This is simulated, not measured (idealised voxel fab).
This is a process module. Its name is voxel transistor to metal.
Pictured: cross-section cut, 150 nm wide, on a grid of 5 nm square cells.
We lay out every cross-section as a grid of square cells and spell it out in bands from the top down, where one band means one or more rows of cells. The band entry comprises the height of the band's top followed by the height of its bottom, expressed in nm, and subsequently the band's materials from left to right, each stated together with its width in nm. Where a single material is marked with the word "throughout", that material fills the band from edge to edge. The word "empty" represents empty space. For the purposes of this specification, 0 denotes the height below which the wafer in its as-received condition is composed wholly of one material, and the lowermost band, lacking a lower limit, extends downward without end, as expressed in "0..down". So if you see something like "30..40" for the width, read it as the top row of the band sitting at the first number and the bottom row at the second, with every row in between moving by the same amount as the last. Key: "no alteration" - step with no changed cell in the cross-section. The entry "Completely enclosed voids" lists the empty spaces that cover at least 8 cells and have no open path to the top. Each is written as width x height at distance, where the distance is measured from the left edge and all three values are in nm. after a step's settings: what the simulator itself notes on the step. The "overlay nm" setting may appear on a step's line; for a step that uses a mask, it gives how far to the right of its planned position the mask lay, and a negative value indicates the left.
## Below is the list of planned process steps
step 1: RECEIVE [material Si]
step 2: OXIDIZE [depth nm 5]
step 3: CONFORMAL_DEP [material SiN] [thk nm 10]
step 4: MASKED_ETCH [tone cover] [mask id ACTIVE] [width nm 115] [etch materials SiN] [depth nm 10] [overlay nm 0]
step 5: MASKED_ETCH [tone cover] [mask id ACTIVE] [width nm 115] [etch materials SiO2] [depth nm 5] [overlay nm 0]
step 6: MASKED_ETCH [tone cover] [mask id ACTIVE] [width nm 115] [etch materials Si] [depth nm 25] [overlay nm 0]
step 7: OXIDIZE [depth nm 5]
step 8: FILL_DEP [material SiO2] [thk nm 10]
step 9: CMP [height nm 10]
step 10: SELECTIVE_ETCH [etch materials SiO2] [depth nm 5]
step 11: STRIP [etch materials SiN]
step 12: SELECTIVE_ETCH [etch materials SiO2] [depth nm 5]
step 13: OXIDIZE [depth nm 5]
step 14: DIRECTIONAL_DEP [material polySi] [thk nm 30]
step 15: DIRECTIONAL_DEP [material SiCN] [thk nm 15]
step 16: DIRECTIONAL_DEP [material aC] [thk nm 15]
step 17: PATTERN [tone cover] [mask id GATE] [material resist] [width nm 25] [thk nm 35] [overlay nm 0]
step 18: DIRECTIONAL_ETCH [etch materials aC] [depth nm 15]
step 19: STRIP [etch materials resist]
step 20: DIRECTIONAL_ETCH [etch materials SiCN] [depth nm 25]
step 21: DIRECTIONAL_ETCH [etch materials polySi] [depth nm 40]
step 22: STRIP [etch materials aC]
step 23: CONFORMAL_DEP [material SiN] [thk nm 5]
step 24: DIRECTIONAL_ETCH [etch materials SiN] [depth nm 5]
step 25: DIRECTIONAL_ETCH [etch materials SiO2] [depth nm 5]
step 26: EPI [material nSi] [thk nm 5]
step 27: FILL_DEP [material SiO2] [thk nm 10]
step 28: CMP [height nm 25]
step 29: STRIP [etch materials polySi]
step 30: SELECTIVE_ETCH [etch materials SiO2] [depth nm 5]
step 31: CONFORMAL_DEP [material HfO2] [thk nm 5]
step 32: CONFORMAL_DEP [material TiN] [thk nm 5]
step 33: FILL_DEP [material W] [thk nm 5]
step 34: CMP [height nm 20]
step 35: DIRECTIONAL_DEP [material SiO2] [thk nm 10]
step 36: DIRECTIONAL_DEP [material aC] [thk nm 10]
step 37: PATTERN [tone open] [mask id CONTACT] [material resist] [width nm 20] [pitch nm 85] [thk nm 25] [overlay nm 0]
step 38: DIRECTIONAL_ETCH [etch materials aC] [depth nm 10]
step 39: STRIP [etch materials resist]
step 40: DIRECTIONAL_ETCH [etch materials SiO2] [depth nm 35]
step 41: STRIP [etch materials aC]
step 42: CONFORMAL_DEP [material TiN] [thk nm 5]
step 43: FILL_DEP [material W] [thk nm 10]
step 44: CMP [height nm 30]
step 45: DIRECTIONAL_DEP [material TiN] [thk nm 5]
step 46: DIRECTIONAL_DEP [material W] [thk nm 15]
step 47: DIRECTIONAL_DEP [material aC] [thk nm 15]
step 48: PATTERN [tone cover] [mask id METAL_1] [material resist] [width nm 20] [pitch nm 85] [thk nm 30] [overlay nm 0]
step 49: DIRECTIONAL_ETCH [etch materials aC] [depth nm 15]
step 50: STRIP [etch materials resist]
step 51: DIRECTIONAL_ETCH [etch materials W] [depth nm 15]
step 52: DIRECTIONAL_ETCH [etch materials TiN] [depth nm 5]
step 53: STRIP [etch materials aC]
step 54: CONFORMAL_DEP [material SiCN] [thk nm 5]
step 55: FILL_DEP [material lowk] [thk nm 10]
step 56: CMP [height nm 50]
step 57: CONFORMAL_DEP [material SiCN] [thk nm 5]
step 58: DIRECTIONAL_DEP [material lowk] [thk nm 35]
step 59: PATTERN [tone open] [mask id METAL_2] [material resist] [width nm 20] [pitch nm 85] [thk nm 20] [overlay nm 0]
step 60: DIRECTIONAL_ETCH [etch materials lowk] [depth nm 20]
step 61: STRIP [etch materials resist]
step 62: DIRECTIONAL_DEP [material aC] [thk nm 15]
step 63: PATTERN [tone open] [mask id METAL_2_HOLES] [material resist] [width nm 15] [pitch nm 85] [thk nm 35] [overlay nm -5]
step 64: DIRECTIONAL_ETCH [etch materials aC] [depth nm 15]
step 65: STRIP [etch materials resist]
step 66: DIRECTIONAL_ETCH [etch materials lowk] [depth nm 15]
step 67: DIRECTIONAL_ETCH [etch materials SiCN] [depth nm 5]
step 68: STRIP [etch materials aC]
step 69: CONFORMAL_DEP [material TiN] [thk nm 5]
step 70: FILL_DEP [material Cu] [thk nm 10]
step 71: CMP [height nm 90]
step 72: CONFORMAL_DEP [material SiCN] [thk nm 5]
All wafers enter the flow in the same state. The overlay nm at step 63 differs from wafer to wafer, and the plan gives the value for the first wafer.
## Received condition of the first of several wafers, sectioned: post-step 1
  0..down | Si throughout
  Completely enclosed voids: none
## Cross-section, first of several wafers, end of module, after last step 72
  95..90 | SiCN throughout
  90..80 | 15 nm lowk, 5 nm TiN, 15 nm Cu, 5 nm TiN, 60 nm lowk, 5 nm TiN, 15 nm Cu, 5 nm TiN, 25 nm lowk
  80..75 | 15 nm lowk, 10 nm TiN, 10 nm Cu, 5 nm TiN, 60 nm lowk, 10 nm TiN, 10 nm Cu, 5 nm TiN, 25 nm lowk
  75..70 | 20 nm lowk, 20 nm TiN, 65 nm lowk, 20 nm TiN, 25 nm lowk
  70..55 | 20 nm lowk, 10 nm TiN, 75 nm lowk, 10 nm TiN, 35 nm lowk
  55..50 | 20 nm SiCN, 10 nm TiN, 75 nm SiCN, 10 nm TiN, 35 nm SiCN
  50..35 | 15 nm lowk, 5 nm SiCN, 20 nm W, 5 nm SiCN, 55 nm lowk, 5 nm SiCN, 20 nm W, 5 nm SiCN, 20 nm lowk
  35..30 | 20 nm SiCN, 20 nm TiN, 65 nm SiCN, 20 nm TiN, 25 nm SiCN
  30..20 | 20 nm SiO2, 5 nm TiN, 10 nm W, 5 nm TiN, 65 nm SiO2, 5 nm TiN, 10 nm W, 5 nm TiN, 25 nm SiO2
  20..0 | 20 nm SiO2, 5 nm TiN, 10 nm W, 5 nm TiN, 15 nm SiO2, 5 nm SiN, 5 nm HfO2, 5 nm TiN, 5 nm W, 5 nm TiN, 5 nm HfO2, 5 nm SiN, 15 nm SiO2, 5 nm TiN, 10 nm W, 5 nm TiN, 25 nm SiO2
  0..-5 | 10 nm SiO2, 5 nm SiN, 5 nm SiO2, 20 nm TiN, 15 nm SiO2, 5 nm SiN, 5 nm HfO2, 15 nm TiN, 5 nm HfO2, 5 nm SiN, 15 nm SiO2, 20 nm TiN, 5 nm SiO2, 5 nm SiN, 15 nm SiO2
  -5..-10 | 15 nm SiO2, 40 nm nSi, 35 nm HfO2, 40 nm nSi, 20 nm SiO2
  -10..-35 | 20 nm SiO2, 105 nm Si, 25 nm SiO2
  -35..down | Si throughout
  Completely enclosed voids: none
## Cross-section of the final wafer among several, taken at the end of the module
  95..90 | SiCN throughout
  90..80 | 20 nm lowk, 5 nm TiN, 20 nm Cu, 5 nm TiN, 55 nm lowk, 5 nm TiN, 20 nm Cu, 5 nm TiN, 15 nm lowk
  80..75 | 20 nm lowk, 5 nm TiN, 10 nm Cu, 15 nm TiN, 55 nm lowk, 5 nm TiN, 10 nm Cu, 15 nm TiN, 15 nm lowk
  75..70 | 20 nm lowk, 20 nm TiN, 65 nm lowk, 20 nm TiN, 25 nm lowk
  70..55 | 35 nm lowk, 5 nm TiN, 80 nm lowk, 5 nm TiN, 25 nm lowk
  55..50 | 35 nm SiCN, 5 nm TiN, 80 nm SiCN, 5 nm TiN, 25 nm SiCN
  50..35 | 15 nm lowk, 5 nm SiCN, 20 nm W, 5 nm SiCN, 55 nm lowk, 5 nm SiCN, 20 nm W, 5 nm SiCN, 20 nm lowk
  35..30 | 20 nm SiCN, 20 nm TiN, 65 nm SiCN, 20 nm TiN, 25 nm SiCN
  30..20 | 20 nm SiO2, 5 nm TiN, 10 nm W, 5 nm TiN, 65 nm SiO2, 5 nm TiN, 10 nm W, 5 nm TiN, 25 nm SiO2
  20..0 | 20 nm SiO2, 5 nm TiN, 10 nm W, 5 nm TiN, 15 nm SiO2, 5 nm SiN, 5 nm HfO2, 5 nm TiN, 5 nm W, 5 nm TiN, 5 nm HfO2, 5 nm SiN, 15 nm SiO2, 5 nm TiN, 10 nm W, 5 nm TiN, 25 nm SiO2
  0..-5 | 10 nm SiO2, 5 nm SiN, 5 nm SiO2, 20 nm TiN, 15 nm SiO2, 5 nm SiN, 5 nm HfO2, 15 nm TiN, 5 nm HfO2, 5 nm SiN, 15 nm SiO2, 20 nm TiN, 5 nm SiO2, 5 nm SiN, 15 nm SiO2
  -5..-10 | 15 nm SiO2, 40 nm nSi, 35 nm HfO2, 40 nm nSi, 20 nm SiO2
  -10..-35 | 20 nm SiO2, 105 nm Si, 25 nm SiO2
  -35..down | Si throughout
  Completely enclosed voids: none
## Basically each wafer gets a line in the table, showing it at the end of the module: material by material, the cells it gained (+) or lost (-) since we got it, then its closed voids
overlay nm -5; +16 Cu; +17 HfO2; -105 Si; +90 SiCN; +12 SiN; +169 SiO2; +89 TiN; +52 W; +214 lowk; +16 nSi; Completely enclosed voids: none
overlay nm 0; +20 Cu; +17 HfO2; -105 Si; +88 SiCN; +12 SiN; +169 SiO2; +87 TiN; +52 W; +214 lowk; +16 nSi; Completely enclosed voids: none
overlay nm 5; +20 Cu; +17 HfO2; -105 Si; +88 SiCN; +12 SiN; +169 SiO2; +87 TiN; +52 W; +214 lowk; +16 nSi; Completely enclosed voids: none
overlay nm 10; +16 Cu; +17 HfO2; -105 Si; +90 SiCN; +12 SiN; +169 SiO2; +89 TiN; +52 W; +214 lowk; +16 nSi; Completely enclosed voids: none
overlay nm 15; +20 Cu; +17 HfO2; -105 Si; +92 SiCN; +12 SiN; +169 SiO2; +83 TiN; +52 W; +214 lowk; +16 nSi; Completely enclosed voids: none
